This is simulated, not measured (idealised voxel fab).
process module | voxel transistor to metal
cross-section cut | 210 nm wide | cells 5 nm
A cross-section is a grid of square cells, given in bands from the top down. A band is one or more rows of cells.
Each band's line starts with the height of the band's top and of its bottom, in nm. Then come its materials from left to right, each with its width in nm. One material with "throughout" fills the band from edge to edge. "air" is empty space.
Height 0 is the level under which the wafer as received is all one material. The lowest band goes on downwards, as in "0 down".
A width such as "30 to 40" changes by the same amount from each row of cells to the next, from the band's top row to its bottom row.
"no change" after a step means that no cell of the cross-section changed.
closed voids: empty space of 8 cells or more with no open way to the top, each as width x height at its distance from the left edge, in nm
after a step's settings: what the simulator itself notes on the step
overlay nm, on a step with a mask: how far to the right of its planned place the mask lay; to the left if negative
plan
1 op RECEIVE | material Si
2 op OXIDIZE | depth nm 5
3 op CONFORMAL_DEP | material SiN | thk nm 10
4 op PATTERN | tone cover | mask id ACTIVE | material resist | width nm 95 | thk nm 15 | overlay nm 0
5 op DIRECTIONAL_ETCH | etch materials SiN | depth nm 10
6 op DIRECTIONAL_ETCH | etch materials SiO2 | depth nm 5
7 op DIRECTIONAL_ETCH | etch materials Si | depth nm 35
8 op STRIP | etch materials resist
9 op OXIDIZE | depth nm 5
10 op FILL_DEP | material SiO2 | thk nm 5
11 op CMP | height nm 10
12 op SELECTIVE_ETCH | etch materials SiO2 | depth nm 10
13 op STRIP | etch materials SiN
14 op SELECTIVE_ETCH | etch materials SiO2 | depth nm 5
15 op OXIDIZE | depth nm 5
16 op DIRECTIONAL_DEP | material polySi | thk nm 25
17 op DIRECTIONAL_DEP | material SiCN | thk nm 10
18 op MASKED_ETCH | tone cover | mask id GATE | width nm 15 | etch materials SiCN | depth nm 20 | overlay nm 0
19 op MASKED_ETCH | tone cover | mask id GATE | width nm 15 | etch materials polySi | depth nm 35 | overlay nm 0
20 op CONFORMAL_DEP | material SiN | thk nm 10
21 op DIRECTIONAL_ETCH | etch materials SiN | depth nm 10
22 op DIRECTIONAL_ETCH | etch materials SiO2 | depth nm 5
23 op DIRECTIONAL_ETCH | etch materials Si | depth nm 10
24 op EPI | material nSi | thk nm 15
25 op FILL_DEP | material SiO2 | thk nm 5
26 op CMP | height nm 30
27 op DIRECTIONAL_DEP | material SiO2 | thk nm 15
28 op MASKED_ETCH | tone open | mask id CONTACT | width nm 15 | pitch nm 60 | etch materials SiO2 | depth nm 50 | overlay nm 0
29 op CONFORMAL_DEP | material TiN | thk nm 5
30 op FILL_DEP | material W | thk nm 10
31 op CMP | height nm 45
32 op DIRECTIONAL_DEP | material TiN | thk nm 5
33 op DIRECTIONAL_DEP | material W | thk nm 25
34 op PATTERN | tone cover | mask id METAL_1 | material resist | width nm 15 | pitch nm 60 | thk nm 15 | overlay nm 0
35 op DIRECTIONAL_ETCH | etch materials W | depth nm 25
36 op DIRECTIONAL_ETCH | etch materials TiN | depth nm 5
37 op STRIP | etch materials resist
38 op FILL_DEP | material lowk | thk nm 10
39 op CMP | height nm 75
40 op CONFORMAL_DEP | material SiN | thk nm 5
as received, after step 1
  0 down: Si throughout
  closed voids: none
first wafer at the end, as planned
  80 to 75: SiN throughout
  75 to 50: lowk 65 | W 15 | lowk 45 | W 15 | lowk 70
  50 to 45: lowk 65 | TiN 15 | lowk 45 | TiN 15 | lowk 70
  45 to 30: SiO2 65 | TiN 5 | W 5 | TiN 5 | SiO2 45 | TiN 5 | W 5 | TiN 5 | SiO2 70
  30 to 20: SiO2 65 | TiN 5 | W 5 | TiN 5 | SiO2 5 | SiN 10 | SiCN 15 | SiN 10 | SiO2 5 | TiN 5 | W 5 | TiN 5 | SiO2 70
  20 to 10: SiO2 65 | TiN 5 | W 5 | TiN 5 | SiO2 5 | SiN 10 | polySi 15 | SiN 10 | SiO2 5 | TiN 5 | W 5 | TiN 5 | SiO2 70
  10 to 5: SiO2 65 | TiN 15 | SiO2 5 | SiN 10 | polySi 15 | SiN 10 | SiO2 5 | TiN 15 | SiO2 70
  5 to -5: SiO2 65 | TiN 5 | nSi 15 | SiN 10 | polySi 15 | SiN 10 | nSi 15 | TiN 5 | SiO2 70
  -5 to -10: SiO2 55 | nSi 30 | SiO2 35 | nSi 30 | SiO2 60
  -10 to -20: SiO2 60 | nSi 25 | Si 35 | nSi 25 | SiO2 65
  -20 to -45: SiO2 60 | Si 85 | SiO2 65
  -45 down: Si throughout
  closed voids: none
second wafer at the end: like start, like plan, one mistake
  80 to 75: SiN throughout
  75 to 50: lowk 65 | W 15 | lowk 45 | W 15 | lowk 70
  50 to 45: lowk 65 | TiN 15 | lowk 45 | TiN 15 | lowk 70
  45 to 30: SiO2 65 | TiN 5 | W 5 | TiN 5 | SiO2 45 | TiN 5 | W 5 | TiN 5 | SiO2 70
  30 to 20: SiO2 65 | TiN 5 | W 5 | TiN 5 | SiO2 5 | SiN 10 | SiCN 15 | SiN 10 | SiO2 5 | TiN 5 | W 5 | TiN 5 | SiO2 70
  20 to 10: SiO2 65 | TiN 5 | W 5 | TiN 5 | SiN 10 | polySi 25 | SiN 10 | TiN 5 | W 5 | TiN 5 | SiO2 70
  10 to 5: SiO2 65 | TiN 15 | SiN 10 | polySi 25 | SiN 10 | TiN 15 | SiO2 70
  5 to -5: SiO2 65 | nSi 15 | SiN 10 | polySi 25 | SiN 10 | nSi 15 | SiO2 70
  -5 to -10: SiO2 55 | nSi 25 | SiO2 45 | nSi 25 | SiO2 60
  -10 to -20: SiO2 60 | nSi 20 | Si 45 | nSi 20 | SiO2 65
  -20 to -45: SiO2 60 | Si 85 | SiO2 65
  -45 down: Si throughout
  closed voids: none
what went wrong: step 19 ran as: op MASKED_ETCH | tone cover | mask id GATE | width nm 25 | etch materials polySi | depth nm 35 | overlay nm 0
at the end the second wafer has, in cells: 4 more of Si | 4 fewer of SiO2 | 4 fewer of TiN | 6 fewer of nSi | 10 more of polySi
